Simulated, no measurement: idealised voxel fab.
Proc. module: voxel self aligned vias
FYI the section here is cut, 175 nm wide, cells are 5 nm squares.
Format of a cross-section: grid, square cells. Given as bands. Order: top down. Band: one or more rows of cells. Heads up on the band format: heights come first, top then bottom, in nm. After that it's the materials left to right, each with its width in nm. A single material flagged "everywhere" fills the whole band edge to edge, and "empty" means there's empty space there. Heights are expressed relative to 0, this being the level below which the as-received wafer comprises one material exclusively. The lowest band is unbounded in the downward direction and is denoted as in "from 0 down". Graded width ("30..40"): value in top row of band = first number; value in bottom row = second number; row-to-row change constant. Where a step carries "remains unaltered", the cross-section came out of it unchanged, cell for cell. "closed voids" - sealed voids, min. 8 cells, no opening to top; format: width x height at distance (distance from left edge; nm throughout). That trailing text on a step's line, after the settings, is the simulator's own remark on the step. You can add "overlay nm" to a step's line. For a step with a mask, it describes how far the mask lay to the right of its planned position, and a negative number describes a lay to the left.

THE PROCESS STEPS THAT WERE PLANNED ARE LISTED BELOW
- 1: op RECEIVE | material Si
- 2: op CONFORMAL_DEP | material SiO2 | thk nm 15
- 3: op CONFORMAL_DEP | material SiCN | thk nm 5
- 4: op DIRECTIONAL_DEP | material lowk | thk nm 25
- 5: op DIRECTIONAL_DEP | material aC | thk nm 15
- 6: op PATTERN | tone open | mask id LINES | material resist | width nm 25 | pitch nm 65 | thk nm 35 | overlay nm 0
- 7: op DIRECTIONAL_ETCH | etch materials aC | depth nm 15
- 8: op STRIP | etch materials resist
- 9: op DIRECTIONAL_ETCH | etch materials lowk | depth nm 25
- 10: op STRIP | etch materials aC
- 11: op CONFORMAL_DEP | material TiN | thk nm 5
- 12: op FILL_DEP | material W | thk nm 10
- 13: op CMP | height nm 45
- 14: op SELECTIVE_ETCH | etch materials W Ru TiN | depth nm 5
- 15: op FILL_DEP | material SiN | thk nm 5
- 16: op CMP | height nm 45
- 17: op DIRECTIONAL_DEP | material lowk | thk nm 15
- 18: op MASKED_ETCH | tone open | mask id VIAS | width nm 35 | etch materials lowk | depth nm 15 | overlay nm 0
- 19: op MASKED_ETCH | tone open | mask id VIAS | width nm 35 | etch materials SiN | depth nm 5 | overlay nm 0
- 20: op CONFORMAL_DEP | material TiN | thk nm 5
- 21: op FILL_DEP | material Cu | thk nm 5
- 22: op CMP | height nm 60
- 23: op CONFORMAL_DEP | material SiN | thk nm 5

INCOMING WAFER, CROSS-SECTIONAL VIEW, POST STEP 1
> from 0 down: Si everywhere
> closed voids: none

RUN AS PLANNED - FIRST OF THE TWO WAFERS CROSS-SECTIONED AT THE END OF THE MODULE
> from 65 to 60: SiN everywhere
> from 60 to 50: 35 nm lowk  5 nm TiN  25 nm Cu  5 nm TiN  105 nm lowk
> from 50 to 45: 35 nm lowk  10 nm TiN  15 nm Cu  10 nm TiN  105 nm lowk
> from 45 to 40: 40 nm lowk  25 nm TiN  40 nm lowk  25 nm SiN  45 nm lowk
> from 40 to 25: 40 nm lowk  5 nm TiN  15 nm W  5 nm TiN  40 nm lowk  5 nm TiN  15 nm W  5 nm TiN  45 nm lowk
> from 25 to 20: 40 nm lowk  25 nm TiN  40 nm lowk  25 nm TiN  45 nm lowk
> from 20 to 15: SiCN everywhere
> from 15 to 0: SiO2 everywhere
> from 0 down: Si everywhere
> closed voids: none

SECOND WAFER CROSS-SECTION AT END OF MODULE - SHARED START AND PLAN WITH THE FIRST, ONE MISTAKE IN THE RUN
> from 65 to 60: SiN everywhere
> from 60 to 45: 35 nm lowk  5 nm TiN  25 nm Cu  5 nm TiN  105 nm lowk
> from 45 to 40: 35 nm SiN  35 nm TiN  105 nm SiN
> from 40 to 35: W everywhere
> from 35 to 30: 45 nm TiN  15 nm W  50 nm TiN  15 nm W  50 nm TiN
> from 30 to 10: 40 nm lowk  5 nm TiN  15 nm W  5 nm TiN  40 nm lowk  5 nm TiN  15 nm W  5 nm TiN  45 nm lowk
> from 10 to 5: 40 nm lowk  25 nm TiN  40 nm lowk  25 nm TiN  45 nm lowk
> from 5 to 0: SiCN everywhere
> from 0 down: Si everywhere
> closed voids: none
Finding, execution versus plan: step 2 of the plan was omitted and not executed
at the end the second wafer has, in cells: Cu: 2 more | SiN: 23 more | SiO2: 105 fewer | TiN: 33 more | W: 47 more
